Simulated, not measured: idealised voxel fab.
Documented hereafter: the process module known as voxel ribs on slabs.
175 nm wide, 5 nm square cells: that's cross-section cut.
How to read a cross-section here: the picture is a grid of square cells, written as bands going from the top down, and any band can span one or more rows of cells. Top height, bottom height, nm. Materials left to right, width each, nm. Single material + "everywhere" = fills band edge to edge. "air" = empty. Heads up on the height convention: 0 is the point under which the incoming wafer is all one material, and the lowest band has no bottom, it just keeps going down, like "z 0 and below". The width entry "30..40" should be interpreted row by row: the top row of cells in the band takes the first number, the bottom row takes the second number, and the change between adjacent rows is uniform throughout. Step marked "nothing altered"? Then no cell in the cross-section changed in it. Empty spaces counting at least 8 cells and having no open way to the top are listed in "Fully sealed cavities". The notation width x height at distance is used for each, the distance being from the left edge and all three values in nm. after a step's settings: what the simulator itself notes on the step. overlay nm: where the mask lay relative to plan, measured to the right, on steps with a mask; negatives go left.

HERE'S WHAT THE PLANNED PROCESS STEPS LOOK LIKE
1,RECEIVE [material Si]
2,DIRECTIONAL_DEP [material SiO2] [thk nm 20]
3,DIRECTIONAL_DEP [material polySi] [thk nm 15]
4,DIRECTIONAL_DEP [material aC] [thk nm 15]
5,PATTERN [tone cover] [mask id RIB] [material resist] [width nm 30] [thk nm 35] [overlay nm 0]
6,DIRECTIONAL_ETCH [etch materials aC] [depth nm 15]
7,STRIP [etch materials resist]
8,DIRECTIONAL_ETCH [etch materials polySi] [depth nm 10]
9,STRIP [etch materials aC]
10,MASKED_ETCH [tone cover] [mask id SLAB] [width nm 70] [etch materials polySi] [depth nm 5] [overlay nm 0]
11,FILL_DEP [material SiO2] [thk nm 20]
12,CMP [height nm 45]
13,DIRECTIONAL_DEP [material W] [thk nm 10]
14,DIRECTIONAL_DEP [material aC] [thk nm 15]
15,PATTERN [tone cover] [mask id HEATER] [material resist] [width nm 40] [thk nm 35] [overlay nm 0]
16,DIRECTIONAL_ETCH [etch materials aC] [depth nm 15]
17,STRIP [etch materials resist]
18,DIRECTIONAL_ETCH [etch materials W] [depth nm 10]
19,STRIP [etch materials aC]
20,CONFORMAL_DEP [material SiO2] [thk nm 10]

CROSS-SECTION OF THE WAFER AS IT CAME TO US, I.E., ALREADY THROUGH STEP 1
z 0 and below = Si everywhere
Fully sealed cavities: none

RUN AS PLANNED - FIRST OF THE TWO WAFERS CROSS-SECTIONED AT THE END OF THE MODULE
z 65 to 55 = air (55) / SiO2 (60) / air (60)
z 55 to 45 = SiO2 (65) / W (40) / SiO2 (70)
z 45 to 35 = SiO2 everywhere
z 35 to 25 = SiO2 (70) / polySi (30) / SiO2 (75)
z 25 to 20 = SiO2 (50) / polySi (70) / SiO2 (55)
z 20 to 0 = SiO2 everywhere
z 0 and below = Si everywhere
Fully sealed cavities: none

END-OF-MODULE CROSS-SECTION OF THE SECOND WAFER: IDENTICAL STARTING POINT AND PROCESS PLAN TO THE FIRST, WITH ONE PROCESSING MISTAKE
z 65 to 55 = air (65) / SiO2 (60) / air (50)
z 55 to 45 = SiO2 (75) / W (40) / SiO2 (60)
z 45 to 35 = SiO2 everywhere
z 35 to 25 = SiO2 (70) / polySi (30) / SiO2 (75)
z 25 to 20 = SiO2 (50) / polySi (70) / SiO2 (55)
z 20 to 0 = SiO2 everywhere
z 0 and below = Si everywhere
Fully sealed cavities: none
The plan and the run diverged here: for step 15, the planned setting was not used; the step was instead run as PATTERN [tone cover] [mask id HEATER] [material resist] [width nm 40] [thk nm 35] [overlay nm 10]
The concluding comparison shows that, measured in cells, each material is equally abundant on both wafers, albeit at different positions.
